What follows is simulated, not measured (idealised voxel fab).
Title: Process Module voxel quadruple lines
Xsec cut, 270 nm wide, square cell size 5 nm.
In what follows, cross-sections appear as grids of square cells, described through bands that run from the top down, where every band is one or more rows of cells.
Band: top height; bottom height; in nm. Then, left to right: material with width in nm, for each material. "everywhere": a single material spanning edge to edge. "air": empty space.
Zero point of the height axis is 0; under it, received wafer = one material. Lowest band: continues down indefinitely, "0 nm and below".
Width spec "30..40" -> top row of cells at first value, bottom row at second value, equal per-row change in between.
"left unchanged" for a step: no cell of the cross-section changed in that step.
The entry titled "Sealed void inventory" provides the empty spaces that have no open way to the top, restricted to those of 8 cells or more. Each is presented as width x height at distance, the distance being measured from the left edge, with all three in nm.
What comes after the settings on a step's line is commentary from the simulator itself on that step.
overlay nm: how far to the right of its planned place the mask lay on this masked step (negative: to the left).
## plan
step 1: RECEIVE with material Si
step 2: CONFORMAL_DEP with material Al2O3, thk nm 10
step 3: DIRECTIONAL_DEP with material TiN, thk nm 10
step 4: DIRECTIONAL_DEP with material polySi, thk nm 15
step 5: DIRECTIONAL_DEP with material aC, thk nm 25
step 6: PATTERN with tone cover, mask id MANDREL, material resist, width nm 20, pitch nm 60, thk nm 30, overlay nm 0
step 7: DIRECTIONAL_ETCH with etch materials aC, depth nm 25
step 8: STRIP with etch materials resist
step 9: CONFORMAL_DEP with material SiO2, thk nm 10
step 10: DIRECTIONAL_ETCH with etch materials SiO2, depth nm 10
step 11: STRIP with etch materials aC
step 12: DIRECTIONAL_ETCH with etch materials polySi, depth nm 15
step 13: STRIP with etch materials SiO2
step 14: CONFORMAL_DEP with material SiCN, thk nm 5
step 15: DIRECTIONAL_ETCH with etch materials SiCN, depth nm 5
step 16: STRIP with etch materials polySi
step 17: DIRECTIONAL_ETCH with etch materials TiN, depth nm 10
step 18: STRIP with etch materials SiCN
## As-received wafer cross-section (after step 1)
    0 nm and below  Si everywhere
    Sealed void inventory: none
## Cross-sectional view of the first of the two wafers upon completion of the module, processed in accordance with the plan
    20 nm to 10 nm  80 of air, then 5 of TiN, then 10 of air, then 5 of TiN, then 10 of air, then 5 of TiN, then 10 of air, then 5 of TiN, then 10 of air, then 5 of TiN, then 10 of air, then 5 of TiN, then 10 of air, then 5 of TiN, then 10 of air, then 5 of TiN, then 80 of air
    10 nm to 0 nm  Al2O3 everywhere
    0 nm and below  Si everywhere
    Sealed void inventory: none
## This is the second of the two wafers, cross-sectioned at the end of the module; it started exactly like the first and was given the same plan, but it was run with one mistake
    25 nm to 10 nm  polySi everywhere
    10 nm to 0 nm  Al2O3 everywhere
    0 nm and below  Si everywhere
    Sealed void inventory: none
Run error: transposition of steps 3 and 4 relative to the planned sequence
Materials where the second wafer ends with more or fewer cells than the first: -16 TiN | +162 polySi
